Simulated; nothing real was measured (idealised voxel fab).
process module | voxel gate over fins
cross-section cut | 235 nm wide | cells 5 nm
A cross-section is a grid of square cells, given in bands from the top down. A band is one or more rows of cells.
Each band's line starts with the height of the band's top and of its bottom, in nm. Then come its materials from left to right, each with its width in nm. One material with "throughout" fills the band from edge to edge. "air" is empty space.
Height 0 is the level under which the wafer as received is all one material. The lowest band goes on downwards, as in "0 down".
A width such as "30 to 40" changes by the same amount from each row of cells to the next, from the band's top row to its bottom row.
"no change" after a step means that no cell of the cross-section changed.
closed voids: empty space of 8 cells or more with no open way to the top, each as width x height at its distance from the left edge, in nm
after a step's settings: what the simulator itself notes on the step
overlay nm, on a step with a mask: how far to the right of its planned place the mask lay; to the left if negative
plan
1 op RECEIVE | material Si
2 op CONFORMAL_DEP | material SiN | thk nm 10
3 op PATTERN | tone cover | mask id FINS | material resist | width nm 15 | pitch nm 45 | thk nm 20 | overlay nm 0
4 op DIRECTIONAL_ETCH | etch materials SiN | depth nm 10
5 op DIRECTIONAL_ETCH | etch materials Si | depth nm 40
6 op STRIP | etch materials resist
7 op FILL_DEP | material SiO2 | thk nm 5
8 op CMP | height nm 10
9 op SELECTIVE_ETCH | etch materials SiO2 | depth nm 25
10 op STRIP | etch materials SiN
11 op CONFORMAL_DEP | material HfO2 | thk nm 5
12 op CONFORMAL_DEP | material TiN | thk nm 5
13 op CONFORMAL_DEP | material TiAl | thk nm 5
14 op CONFORMAL_DEP | material TiN | thk nm 5
15 op FILL_DEP | material W | thk nm 15
16 op CMP | height nm 30
17 op CONFORMAL_DEP | material SiN | thk nm 5
as received, after step 1
  0 down: Si throughout
  closed voids: none
a wafer at the end: this start, this plan, one mistake
  35 to 30: SiN throughout
  30 to 20: W throughout
  20 to 15: W 75 | TiN 100 | W 60
  15 to 10: W 75 | TiN 5 | TiAl 90 | TiN 5 | W 60
  10 to 5: W 75 | TiN 5 | TiAl 5 | TiN 35 | TiAl 10 | TiN 35 | TiAl 5 | TiN 5 | W 60
  5 to 0: TiN 80 | TiAl 5 | TiN 5 | HfO2 25 | TiN 5 | TiAl 10 | TiN 5 | HfO2 25 | TiN 5 | TiAl 5 | TiN 65
  0 to -5: TiAl 85 | TiN 5 | HfO2 5 | Si 15 | HfO2 5 | TiN 5 | TiAl 10 | TiN 5 | HfO2 5 | Si 15 | HfO2 5 | TiN 5 | TiAl 70
  -5 to -10: TiN 90 | HfO2 5 | Si 15 | HfO2 5 | TiN 20 | HfO2 5 | Si 15 | HfO2 5 | TiN 75
  -10 to -15: HfO2 95 | Si 15 | HfO2 30 | Si 15 | HfO2 80
  -15 to -40: SiO2 95 | Si 15 | SiO2 30 | Si 15 | SiO2 80
  -40 down: Si throughout
  closed voids: none
what went wrong: step 3 ran as: op PATTERN | tone cover | mask id FINS | material resist | width nm 15 | pitch nm 45 | thk nm 20 | overlay nm 10
